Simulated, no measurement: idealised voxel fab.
Documented hereafter: the process module known as voxel spacer lines.
Cross-section cut: width 240 nm, square cells of 5 nm.
Bands, listed from the top down, are how a cross-section gets written in this document; the cross-section itself is a grid of square cells, and a band is one or more rows of them. Band entry format. Leading values: height of top, height of bottom, nm. Remainder: materials in left-to-right order, each with its width in nm. Special words: "throughout" on a single material, which then fills the band edge to edge; "empty", empty space. Measure heights from 0. That's the level where, below it, the as-received wafer is all one material. The lowest band is bottomless and extends downward; write it as in "top 0, no bottom". Width spec "30 to 40" -> top row of cells at first value, bottom row at second value, equal per-row change in between. The designation "everything unchanged", where it is given for a processing step, indicates that no cell of the cross-section was altered in the course of that step. The entry "Closed void listing" lists the empty spaces that cover at least 8 cells and have no open path to the top. Each is written as width x height at distance, where the distance is measured from the left edge and all three values are in nm. after a step's settings: what the simulator itself notes on the step. "overlay nm" answers the question of how far to the right of plan the mask lay on a step that has a mask, and when it is negative the answer is to the left.

# Planned process steps
| 1 | RECEIVE | material Si |
| 2 | CONFORMAL_DEP | material Al2O3 | thk nm 5 |
| 3 | DIRECTIONAL_DEP | material SiN | thk nm 15 |
| 4 | DIRECTIONAL_DEP | material aC | thk nm 30 |
| 5 | PATTERN | tone cover | mask id MANDREL | material resist | width nm 15 | pitch nm 60 | thk nm 40 | overlay nm 0 |
| 6 | DIRECTIONAL_ETCH | etch materials aC | depth nm 30 |
| 7 | STRIP | etch materials resist |
| 8 | CONFORMAL_DEP | material SiO2 | thk nm 15 |
| 9 | DIRECTIONAL_ETCH | etch materials SiO2 | depth nm 15 |
| 10 | STRIP | etch materials aC |
| 11 | DIRECTIONAL_ETCH | etch materials SiN | depth nm 15 |
| 12 | STRIP | etch materials SiO2 |

# Received-state cross-section, reflecting completion of step 1
	top 0, no bottom  Si throughout
	Closed void listing: none

# Wafer at module end, in section. Began as above, planned as above, run with one mistake
	top 50, bottom 20  empty: 35, SiN: 15, aC: 15, SiN: 15, empty: 15, SiN: 15, aC: 15, SiN: 15, empty: 15, SiN: 15, aC: 15, SiN: 15, empty: 40
	top 20, bottom 5  SiN throughout
	top 5, bottom 0  Al2O3 throughout
	top 0, no bottom  Si throughout
	Closed void listing: none
So what did we get wrong on this run? step 8 ran with different settings than intended, the actual operation and settings being CONFORMAL_DEP | material SiN | thk nm 15
